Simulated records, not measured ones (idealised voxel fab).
A process module follows: voxel ribs on slabs.
Section shown: cut. Width: 230 nm. Cell size: 5 nm, square.
Cross-section format: a grid of square cells, given as bands from top to bottom; each band is one or more rows of cells.
Each band's line starts with the height of the band's top and of its bottom, in nm. Then come its materials from left to right, each with its width in nm. One material with "edge to edge" fills the band from edge to edge. "air" is empty space.
Basically, 0 is our baseline, since under it the wafer straight out of the box is all one material. The bottom band has no lower end and keeps on going down, so it looks like "0 down".
Read "30->40" as a graded width: first number on top, second number at the bottom, same change between each pair of neighbouring rows.
Basically "left unchanged" means that step didn't change any cell in the cross-section.
Under "Closed void roster" you'll find the enclosed gaps, the ones with no way out to the top, that are 8 cells or bigger; each reads width x height at distance, with distance counted from the left edge, everything in nm.
On a step's line, text after the settings is the simulator commenting on that step.
For masked steps, "overlay nm" on the step line gives how far right of plan the mask actually lay; a minus sign means it lay to the left.
-- So here's the lineup of process steps we planned
1: RECEIVE with material Si
2: DIRECTIONAL_DEP with material SiO2, thk nm 25
3: DIRECTIONAL_DEP with material SiN, thk nm 20
4: MASKED_ETCH with tone cover, mask id RIB, width nm 20, etch materials SiN, depth nm 10, overlay nm 0
5: PATTERN with tone cover, mask id SLAB, material resist, width nm 80, thk nm 15, overlay nm 0
6: DIRECTIONAL_ETCH with etch materials SiN, depth nm 10
7: STRIP with etch materials resist
8: FILL_DEP with material SiO2, thk nm 30
9: CMP with height nm 65
10: DIRECTIONAL_DEP with material TiN, thk nm 5
11: PATTERN with tone cover, mask id HEATER, material resist, width nm 30, thk nm 20, overlay nm 0
12: DIRECTIONAL_ETCH with etch materials TiN, depth nm 5
13: STRIP with etch materials resist
14: CONFORMAL_DEP with material SiO2, thk nm 10
-- First of two wafers - as planned
-- Shown in cross-section is the wafer as received, that is, as it stands after step 1
	0 down | Si edge to edge
	Closed void roster: none
-- Cross-sectional representation of the wafer at the conclusion of step 2
	25 to 0 | SiO2 edge to edge
	Everything below 0 is unchanged.
-- Cross-sectional representation of the wafer at the conclusion of step 3
	45 to 25 | SiN edge to edge
	Everything below 25 is unchanged.
-- Cross-sectional representation of the wafer at the conclusion of step 4
	45 to 35 | 105 air, then 20 SiN, then 105 air
	Everything below 35 is unchanged.
-- Cross-sectional representation of the wafer at the conclusion of step 5
	60 to 45 | 75 air, then 80 resist, then 75 air
	45 to 35 | 75 air, then 30 resist, then 20 SiN, then 30 resist, then 75 air
	Everything below 35 is unchanged.
-- Cross-sectional representation of the wafer at the conclusion of step 6
	60 to 45 | 75 air, then 80 resist, then 75 air
	45 to 35 | 75 air, then 30 resist, then 20 SiN, then 30 resist, then 75 air
	35 to 25 | 75 air, then 80 SiN, then 75 air
	Everything below 25 is unchanged.
-- Cross-sectional representation of the wafer at the conclusion of step 7
	45 to 35 | 105 air, then 20 SiN, then 105 air
	Everything below 35 is unchanged.
-- Cross-sectional representation of the wafer at the conclusion of step 8
	75 to 45 | SiO2 edge to edge
	45 to 35 | 105 SiO2, then 20 SiN, then 105 SiO2
	35 to 25 | 75 SiO2, then 80 SiN, then 75 SiO2
	Everything below 25 is unchanged.
-- Cross-sectional representation of the wafer at the conclusion of step 9
	65 to 45 | SiO2 edge to edge
	Everything below 45 is unchanged.
-- Cross-sectional representation of the wafer at the conclusion of step 10
	70 to 65 | TiN edge to edge
	Everything below 65 is unchanged.
-- Cross-sectional representation of the wafer at the conclusion of step 11
	90 to 70 | 100 air, then 30 resist, then 100 air
	Everything below 70 is unchanged.
-- Cross-sectional representation of the wafer at the conclusion of step 12
	90 to 70 | 100 air, then 30 resist, then 100 air
	70 to 65 | 100 air, then 30 TiN, then 100 air
	Everything below 65 is unchanged.
-- Cross-sectional representation of the wafer at the conclusion of step 13
	70 to 65 | 100 air, then 30 TiN, then 100 air
	Everything below 65 is unchanged.
-- Cross-sectional representation of the wafer at the conclusion of step 14
	80 to 75 | 90 air, then 50 SiO2, then 90 air
	75 to 70 | SiO2 edge to edge
	70 to 65 | 100 SiO2, then 30 TiN, then 100 SiO2
	Everything below 65 is unchanged.
-- Notes, second wafer: start = first wafer's, plan = first wafer's, execution had one mistake; history identical to first through step 1
-- Second wafer, sectioned view, at step 2's planned end time
	50 to 0 | SiO2 edge to edge
	Everything below 0 is unchanged.
-- Second wafer, sectioned view, at step 3's planned end time
	70 to 50 | SiN edge to edge
	Everything below 50 is unchanged.
-- Second wafer, sectioned view, at step 4's planned end time
	70 to 60 | 105 air, then 20 SiN, then 105 air
	Everything below 60 is unchanged.
-- Second wafer, sectioned view, at step 5's planned end time
	85 to 70 | 75 air, then 80 resist, then 75 air
	70 to 60 | 75 air, then 30 resist, then 20 SiN, then 30 resist, then 75 air
	Everything below 60 is unchanged.
-- Second wafer, sectioned view, at step 6's planned end time
	85 to 70 | 75 air, then 80 resist, then 75 air
	70 to 60 | 75 air, then 30 resist, then 20 SiN, then 30 resist, then 75 air
	60 to 50 | 75 air, then 80 SiN, then 75 air
	Everything below 50 is unchanged.
-- Second wafer, sectioned view, at step 7's planned end time
	70 to 60 | 105 air, then 20 SiN, then 105 air
	Everything below 60 is unchanged.
-- Second wafer, sectioned view, at step 8's planned end time
	100 to 70 | SiO2 edge to edge
	70 to 60 | 105 SiO2, then 20 SiN, then 105 SiO2
	60 to 50 | 75 SiO2, then 80 SiN, then 75 SiO2
	Everything below 50 is unchanged.
-- Second wafer, sectioned view, at step 9's planned end time
	65 to 60 | 105 SiO2, then 20 SiN, then 105 SiO2
	Everything below 60 is unchanged.
-- Second wafer, sectioned view, at step 10's planned end time
	70 to 65 | TiN edge to edge
	Everything below 65 is unchanged.
-- Second wafer, sectioned view, at step 11's planned end time
	90 to 70 | 100 air, then 30 resist, then 100 air
	Everything below 70 is unchanged.
-- Second wafer, sectioned view, at step 12's planned end time
	90 to 70 | 100 air, then 30 resist, then 100 air
	70 to 65 | 100 air, then 30 TiN, then 100 air
	Everything below 65 is unchanged.
-- Second wafer, sectioned view, at step 13's planned end time
	70 to 65 | 100 air, then 30 TiN, then 100 air
	Everything below 65 is unchanged.
-- Second wafer, sectioned view, at step 14's planned end time
	80 to 75 | 90 air, then 50 SiO2, then 90 air
	75 to 70 | SiO2 edge to edge
	70 to 65 | 100 SiO2, then 30 TiN, then 100 SiO2
	Everything below 65 is unchanged.
Run error: step 2 in the plan was executed twice
End of process, cell counts, second wafer against first, materials with more or fewer: SiN -4; SiO2 +4
